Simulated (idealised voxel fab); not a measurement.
The document below concerns the process module designated voxel gate over fins.
The width of the displayed cross-section, cut, is 160 nm; its cells are square, with a size of 5 nm.
For the purposes of this document, a cross-section shall be understood as a grid of square cells, specified as bands listed in top-to-bottom order, each band consisting of one or more rows of cells.
What a band's entry tells you: where the top is and where the bottom is, as heights in nm, and after that what lies inside, material by material from left to right, each with its width in nm. Empty space is written as the word "empty", and a single material marked with the word "all across" occupies the band from edge to edge.
Measure heights from 0. That's the level where, below it, the as-received wafer is all one material. The lowest band is bottomless and extends downward; write it as in "0 nm and below".
The notation "30 to 40" denotes a width that varies across the rows of cells in the band, beginning at the first number in the top row, finishing at the second number in the bottom row, and changing by an identical amount from each row to the next.
"no change occurred", as given for a step, is the statement that not any cell of the cross-section underwent a change during that step.
"Sealed voids" means: voids of 8 cells or more that are shut off from the top with no open way through. Written width x height at distance, distance from the left edge, in nm.
Post-settings text on a step line: simulator's own remark regarding the step.
overlay nm, on a step with a mask: how far to the right of its planned place the mask lay; to the left if negative
### Process steps - plan
1. RECEIVE: material Si
2. CONFORMAL_DEP: material SiN, thk nm 5
3. MASKED_ETCH: tone cover, mask id FINS, width nm 15, pitch nm 55, etch materials SiN, depth nm 5, overlay nm 0
4. MASKED_ETCH: tone cover, mask id FINS, width nm 15, pitch nm 55, etch materials Si, depth nm 35, overlay nm 0
5. OXIDIZE: depth nm 5
6. FILL_DEP: material SiO2, thk nm 5
7. CMP: height nm 5
8. PATTERN: tone open, mask id RAIL, material resist, width nm 15, thk nm 15, overlay nm 0
9. DIRECTIONAL_ETCH: etch materials SiO2, depth nm 35
10. STRIP: etch materials resist
11. CONFORMAL_DEP: material TiN, thk nm 5
12. FILL_DEP: material W, thk nm 10
13. CMP: height nm 5
14. SELECTIVE_ETCH: etch materials W Ru TiN, depth nm 25
15. FILL_DEP: material SiO2, thk nm 5
16. CMP: height nm 5
17. SELECTIVE_ETCH: etch materials SiO2, depth nm 20
18. STRIP: etch materials SiN
19. CONFORMAL_DEP: material HfO2, thk nm 5
20. CONFORMAL_DEP: material TiN, thk nm 5
21. CONFORMAL_DEP: material TiAl, thk nm 5
22. CONFORMAL_DEP: material TiN, thk nm 5
23. FILL_DEP: material W, thk nm 15
24. CMP: height nm 30
25. CONFORMAL_DEP: material SiN, thk nm 10
### Cross-sectional view of the wafer in its as-received condition, corresponding to the state after step 1
	0 nm and below: Si all across
	Sealed voids: none
### Run as planned - first of the two wafers cross-sectioned at the end of the module
	40 nm to 30 nm: SiN all across
	30 nm to 20 nm: W all across
	20 nm to 15 nm: 45 nm TiN, then 10 nm W, then 45 nm TiN, then 10 nm W, then 45 nm TiN, then 5 nm W
	15 nm to 10 nm: 5 nm TiN, then 35 nm TiAl, then 5 nm TiN, then 10 nm W, then 5 nm TiN, then 35 nm TiAl, then 5 nm TiN, then 10 nm W, then 5 nm TiN, then 35 nm TiAl, then 5 nm TiN, then 5 nm W
	10 nm to 5 nm: 5 nm TiN, then 5 nm TiAl, then 25 nm TiN, then 5 nm TiAl, then 5 nm TiN, then 10 nm W, then 5 nm TiN, then 5 nm TiAl, then 25 nm TiN, then 5 nm TiAl, then 5 nm TiN, then 10 nm W, then 5 nm TiN, then 5 nm TiAl, then 25 nm TiN, then 5 nm TiAl, then 5 nm TiN, then 5 nm W
	5 nm to 0 nm: 5 nm TiN, then 5 nm TiAl, then 5 nm TiN, then 15 nm HfO2, then 5 nm TiN, then 5 nm TiAl, then 20 nm TiN, then 5 nm TiAl, then 5 nm TiN, then 15 nm HfO2, then 5 nm TiN, then 5 nm TiAl, then 20 nm TiN, then 5 nm TiAl, then 5 nm TiN, then 15 nm HfO2, then 5 nm TiN, then 5 nm TiAl, then 10 nm TiN
	0 nm to -5 nm: 10 nm TiAl, then 5 nm TiN, then 5 nm HfO2, then 5 nm Si, then 5 nm HfO2, then 5 nm TiN, then 30 nm TiAl, then 5 nm TiN, then 5 nm HfO2, then 5 nm Si, then 5 nm HfO2, then 5 nm TiN, then 30 nm TiAl, then 5 nm TiN, then 5 nm HfO2, then 5 nm Si, then 5 nm HfO2, then 5 nm TiN, then 15 nm TiAl
	-5 nm to -10 nm: 15 nm TiN, then 5 nm HfO2, then 5 nm Si, then 5 nm HfO2, then 40 nm TiN, then 5 nm HfO2, then 5 nm Si, then 5 nm HfO2, then 40 nm TiN, then 5 nm HfO2, then 5 nm Si, then 5 nm HfO2, then 20 nm TiN
	-10 nm to -15 nm: 20 nm HfO2, then 5 nm Si, then 50 nm HfO2, then 5 nm Si, then 50 nm HfO2, then 5 nm Si, then 25 nm HfO2
	-15 nm to -20 nm: 20 nm SiO2, then 5 nm Si, then 50 nm SiO2, then 5 nm Si, then 50 nm SiO2, then 5 nm Si, then 25 nm SiO2
	-20 nm to -25 nm: 20 nm SiO2, then 5 nm Si, then 15 nm SiO2, then 5 nm TiN, then 5 nm W, then 5 nm TiN, then 20 nm SiO2, then 5 nm Si, then 50 nm SiO2, then 5 nm Si, then 25 nm SiO2
	-25 nm to -30 nm: 20 nm SiO2, then 5 nm Si, then 15 nm SiO2, then 15 nm TiN, then 20 nm SiO2, then 5 nm Si, then 50 nm SiO2, then 5 nm Si, then 25 nm SiO2
	-30 nm to -40 nm: 20 nm SiO2, then 5 nm Si, then 50 nm SiO2, then 5 nm Si, then 50 nm SiO2, then 5 nm Si, then 25 nm SiO2
	-40 nm and below: Si all across
	Sealed voids: none
### Cross-section of the latter of the two wafers at module completion. It had an identical start and an identical plan to the former; in running it, one mistake was made
	40 nm to 30 nm: SiN all across
	30 nm to 20 nm: W all across
	20 nm to 15 nm: 5 nm W, then 45 nm TiN, then 10 nm W, then 45 nm TiN, then 10 nm W, then 45 nm TiN
	15 nm to 10 nm: 10 nm TiN, then 35 nm TiAl, then 5 nm TiN, then 5 nm W, then 10 nm TiN, then 35 nm TiAl, then 5 nm TiN, then 5 nm W, then 10 nm TiN, then 35 nm TiAl, then 5 nm TiN
	10 nm to 5 nm: 5 nm TiN, then 10 nm TiAl, then 25 nm TiN, then 5 nm TiAl, then 5 nm TiN, then 5 nm W, then 5 nm TiN, then 10 nm TiAl, then 25 nm TiN, then 5 nm TiAl, then 5 nm TiN, then 5 nm W, then 5 nm TiN, then 10 nm TiAl, then 25 nm TiN, then 5 nm TiAl, then 5 nm TiN
	5 nm to 0 nm: 5 nm TiN, then 5 nm TiAl, then 10 nm TiN, then 15 nm HfO2, then 5 nm TiN, then 5 nm TiAl, then 15 nm TiN, then 5 nm TiAl, then 10 nm TiN, then 15 nm HfO2, then 5 nm TiN, then 5 nm TiAl, then 15 nm TiN, then 5 nm TiAl, then 10 nm TiN, then 15 nm HfO2, then 5 nm TiN, then 5 nm TiAl, then 5 nm TiN
	0 nm to -5 nm: 10 nm TiAl, then 5 nm TiN, then 10 nm HfO2, then 5 nm Si, then 5 nm HfO2, then 5 nm TiN, then 25 nm TiAl, then 5 nm TiN, then 10 nm HfO2, then 5 nm Si, then 5 nm HfO2, then 5 nm TiN, then 25 nm TiAl, then 5 nm TiN, then 10 nm HfO2, then 5 nm Si, then 5 nm HfO2, then 5 nm TiN, then 10 nm TiAl
	-5 nm to -10 nm: 15 nm TiN, then 5 nm HfO2, then 10 nm Si, then 5 nm HfO2, then 35 nm TiN, then 5 nm HfO2, then 10 nm Si, then 5 nm HfO2, then 35 nm TiN, then 5 nm HfO2, then 10 nm Si, then 5 nm HfO2, then 15 nm TiN
	-10 nm to -15 nm: 20 nm HfO2, then 10 nm Si, then 45 nm HfO2, then 10 nm Si, then 45 nm HfO2, then 10 nm Si, then 20 nm HfO2
	-15 nm to -20 nm: 20 nm SiO2, then 10 nm Si, then 45 nm SiO2, then 10 nm Si, then 45 nm SiO2, then 10 nm Si, then 20 nm SiO2
	-20 nm to -25 nm: 20 nm SiO2, then 10 nm Si, then 10 nm SiO2, then 5 nm TiN, then 5 nm W, then 5 nm TiN, then 20 nm SiO2, then 10 nm Si, then 45 nm SiO2, then 10 nm Si, then 20 nm SiO2
	-25 nm to -30 nm: 20 nm SiO2, then 10 nm Si, then 10 nm SiO2, then 15 nm TiN, then 20 nm SiO2, then 10 nm Si, then 45 nm SiO2, then 10 nm Si, then 20 nm SiO2
	-30 nm to -40 nm: 20 nm SiO2, then 10 nm Si, then 45 nm SiO2, then 10 nm Si, then 45 nm SiO2, then 10 nm Si, then 20 nm SiO2
	-40 nm and below: Si all across
	Sealed voids: none
Here's what went sideways: step 3 ran as: MASKED_ETCH: tone cover, mask id FINS, width nm 15, pitch nm 55, etch materials SiN, depth nm 5, overlay nm 5
At the finish, the second wafer shows more or fewer cells for some materials than the first does: 21 more of Si | 15 fewer of SiO2 | 6 fewer of W
